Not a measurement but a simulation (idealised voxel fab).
The following process module bears the name voxel wiring stack.
Shown is cross-section cut, with a width of 225 nm and square cells of size 5 nm.
Think of the cross-section as a grid of square cells. We describe it in bands, top to bottom, and each band covers one or more rows of those cells.
Look at the band entry: it leads with the top's height and the bottom's height in nm. Then it lists the materials left to right, with a width in nm for each. The word "full width" on a single material says that material fills the band edge to edge. The word "empty" is empty space.
A quick word on heights: they are counted from 0, and under that level the wafer as it came to us is one material throughout. The lowest band is different from the rest in having no bottom; it simply continues downward, written as in "z 0 and below".
The two numbers in a width such as "30->40" mark its ends across the band: the first belongs to the top row of cells, the second to the bottom row, and from each row to the next the width moves by the same amount.
Key: "nothing different" - step with no changed cell in the cross-section.
Empty spaces without an open route to the top, at least 8 cells in extent, make up the entry "Trapped voids"; each is given as width x height at distance, where the distance is measured from the left edge, and all are in nm.
Heads up: the bit after the settings on a step's line is the simulator's remark on that step.
The line of a step may include "overlay nm". On a step with a mask, this value is how far to the right of its planned place the mask lay. A negative value means the mask lay to the left.
Below is the list of planned process steps
1. RECEIVE, material Si
2. CONFORMAL_DEP, material SiO2, thk nm 15
3. DIRECTIONAL_DEP, material TiN, thk nm 5
4. DIRECTIONAL_DEP, material Ru, thk nm 25
5. PATTERN, tone cover, mask id METAL_1, material resist, width nm 25, pitch nm 40, thk nm 20, overlay nm 0
6. DIRECTIONAL_ETCH, etch materials Ru, depth nm 25
7. DIRECTIONAL_ETCH, etch materials TiN, depth nm 5
8. STRIP, etch materials resist
9. FILL_DEP, material SiO2, thk nm 5
10. CMP, height nm 45
11. CONFORMAL_DEP, material SiCN, thk nm 5
12. DIRECTIONAL_DEP, material SiO2, thk nm 30
13. PATTERN, tone open, mask id METAL_2_HOLES, material resist, width nm 15, pitch nm 40, thk nm 15, overlay nm 0
14. DIRECTIONAL_ETCH, etch materials SiO2, depth nm 30
15. STRIP, etch materials resist
16. DIRECTIONAL_DEP, material aC, thk nm 15
17. PATTERN, tone open, mask id METAL_2, material resist, width nm 25, pitch nm 40, thk nm 35, overlay nm 0
18. DIRECTIONAL_ETCH, etch materials aC, depth nm 15
19. STRIP, etch materials resist
20. DIRECTIONAL_ETCH, etch materials SiO2, depth nm 20
21. DIRECTIONAL_ETCH, etch materials SiCN, depth nm 5
22. STRIP, etch materials aC
23. CONFORMAL_DEP, material TiN, thk nm 5
24. FILL_DEP, material Ru, thk nm 10
25. CMP, height nm 80
26. CONFORMAL_DEP, material SiCN, thk nm 5
27. DIRECTIONAL_DEP, material SiO2, thk nm 35
28. MASKED_ETCH, tone open, mask id METAL_3_HOLES, width nm 15, etch materials SiO2, depth nm 35, overlay nm 0
29. DIRECTIONAL_DEP, material aC, thk nm 10
30. PATTERN, tone open, mask id METAL_3, material resist, width nm 25, pitch nm 40, thk nm 25, overlay nm 0
31. DIRECTIONAL_ETCH, etch materials aC, depth nm 10
32. STRIP, etch materials resist
33. DIRECTIONAL_ETCH, etch materials SiO2, depth nm 20
34. DIRECTIONAL_ETCH, etch materials SiCN, depth nm 5
35. STRIP, etch materials aC
36. CONFORMAL_DEP, material TiN, thk nm 5
37. FILL_DEP, material Cu, thk nm 10
38. CMP, height nm 120
39. CONFORMAL_DEP, material SiCN, thk nm 5
40. DIRECTIONAL_DEP, material SiO2, thk nm 25
41. PATTERN, tone open, mask id METAL_4_HOLES, material resist, width nm 15, thk nm 15, overlay nm 0
42. DIRECTIONAL_ETCH, etch materials SiO2, depth nm 25
43. STRIP, etch materials resist
44. MASKED_ETCH, tone open, mask id METAL_4, width nm 25, pitch nm 40, etch materials SiO2, depth nm 15, overlay nm 0
45. MASKED_ETCH, tone open, mask id METAL_4, width nm 25, pitch nm 40, etch materials SiCN, depth nm 5, overlay nm 0
46. CONFORMAL_DEP, material TiN, thk nm 5
47. FILL_DEP, material Ru, thk nm 10
48. CMP, height nm 150
49. CONFORMAL_DEP, material SiN, thk nm 5
The cross-section here shows the wafer as received, i.e. in its state after step 1
	z 0 and below  Si full width
	Trapped voids: none
Here's the cross-section of the first of our two wafers at the end of the module - it ran as planned
	z 155 to 150  SiN full width
	z 150 to 140  SiO2 80 nm / TiN 5 nm / Ru 15 nm / TiN 5 nm / SiO2 15 nm / TiN 5 nm / Ru 15 nm / TiN 5 nm / SiO2 80 nm
	z 140 to 135  SiO2 80 nm / TiN 5 nm / Ru 5 nm / TiN 15 nm / SiO2 15 nm / TiN 25 nm / SiO2 80 nm
	z 135 to 125  SiO2 80 nm / TiN 5 nm / Ru 5 nm / TiN 5 nm / SiO2 130 nm
	z 125 to 120  SiCN 80 nm / TiN 15 nm / SiCN 130 nm
	z 120 to 105  SiO2 80 nm / TiN 5 nm / Cu 15 nm / TiN 5 nm / SiO2 15 nm / TiN 5 nm / Cu 15 nm / TiN 5 nm / SiO2 80 nm
	z 105 to 100  SiO2 80 nm / TiN 5 nm / Cu 5 nm / TiN 15 nm / SiO2 15 nm / TiN 25 nm / SiO2 80 nm
	z 100 to 85  SiO2 80 nm / TiN 5 nm / Cu 5 nm / TiN 5 nm / SiO2 130 nm
	z 85 to 80  SiCN 80 nm / TiN 15 nm / SiCN 130 nm
	z 80 to 65  SiO2 80 nm / TiN 5 nm / Ru 15 nm / TiN 5 nm / SiO2 15 nm / TiN 5 nm / Ru 15 nm / TiN 5 nm / SiO2 80 nm
	z 65 to 60  SiO2 80 nm / TiN 5 nm / Ru 5 nm / TiN 15 nm / SiO2 15 nm / TiN 5 nm / Ru 5 nm / TiN 15 nm / SiO2 80 nm
	z 60 to 50  SiO2 80 nm / TiN 5 nm / Ru 5 nm / TiN 5 nm / SiO2 25 nm / TiN 5 nm / Ru 5 nm / TiN 5 nm / SiO2 90 nm
	z 50 to 45  SiCN 80 nm / TiN 15 nm / SiCN 25 nm / TiN 15 nm / SiCN 90 nm
	z 45 to 20  SiO2 80 nm / Ru 25 nm / SiO2 15 nm / Ru 25 nm / SiO2 80 nm
	z 20 to 15  SiO2 80 nm / TiN 25 nm / SiO2 15 nm / TiN 25 nm / SiO2 80 nm
	z 15 to 0  SiO2 full width
	z 0 and below  Si full width
	Trapped voids: none
Cross-section, wafer two of two, end of module: same start and plan as wafer one, one error in execution
	z 155 to 150  SiN full width
	z 150 to 140  SiO2 80 nm / TiN 5 nm / Ru 5 nm / TiN 5 nm / SiO2 130 nm
	z 140 to 135  SiO2 80 nm / TiN 15 nm / SiO2 130 nm
	z 135 to 125  SiO2 full width
	z 125 to 120  SiCN full width
	z 120 to 105  SiO2 80 nm / TiN 5 nm / Cu 15 nm / TiN 5 nm / SiO2 15 nm / TiN 5 nm / Cu 15 nm / TiN 5 nm / SiO2 80 nm
	z 105 to 100  SiO2 80 nm / TiN 5 nm / Cu 5 nm / TiN 15 nm / SiO2 15 nm / TiN 25 nm / SiO2 80 nm
	z 100 to 85  SiO2 80 nm / TiN 5 nm / Cu 5 nm / TiN 5 nm / SiO2 130 nm
	z 85 to 80  SiCN 80 nm / TiN 15 nm / SiCN 130 nm
	z 80 to 65  SiO2 80 nm / TiN 5 nm / Ru 15 nm / TiN 5 nm / SiO2 15 nm / TiN 5 nm / Ru 15 nm / TiN 5 nm / SiO2 80 nm
	z 65 to 60  SiO2 80 nm / TiN 5 nm / Ru 5 nm / TiN 15 nm / SiO2 15 nm / TiN 5 nm / Ru 5 nm / TiN 15 nm / SiO2 80 nm
	z 60 to 50  SiO2 80 nm / TiN 5 nm / Ru 5 nm / TiN 5 nm / SiO2 25 nm / TiN 5 nm / Ru 5 nm / TiN 5 nm / SiO2 90 nm
	z 50 to 45  SiCN 80 nm / TiN 15 nm / SiCN 25 nm / TiN 15 nm / SiCN 90 nm
	z 45 to 20  SiO2 80 nm / Ru 25 nm / SiO2 15 nm / Ru 25 nm / SiO2 80 nm
	z 20 to 15  SiO2 80 nm / TiN 25 nm / SiO2 15 nm / TiN 25 nm / SiO2 80 nm
	z 15 to 0  SiO2 full width
	z 0 and below  Si full width
	Trapped voids: none
Against the plan, the run slipped here: the plan's step 40 ran twice
End check, counted in cells, second wafer has more or fewer of these materials than the first: Ru -13; SiCN +3; SiO2 +27; TiN -17
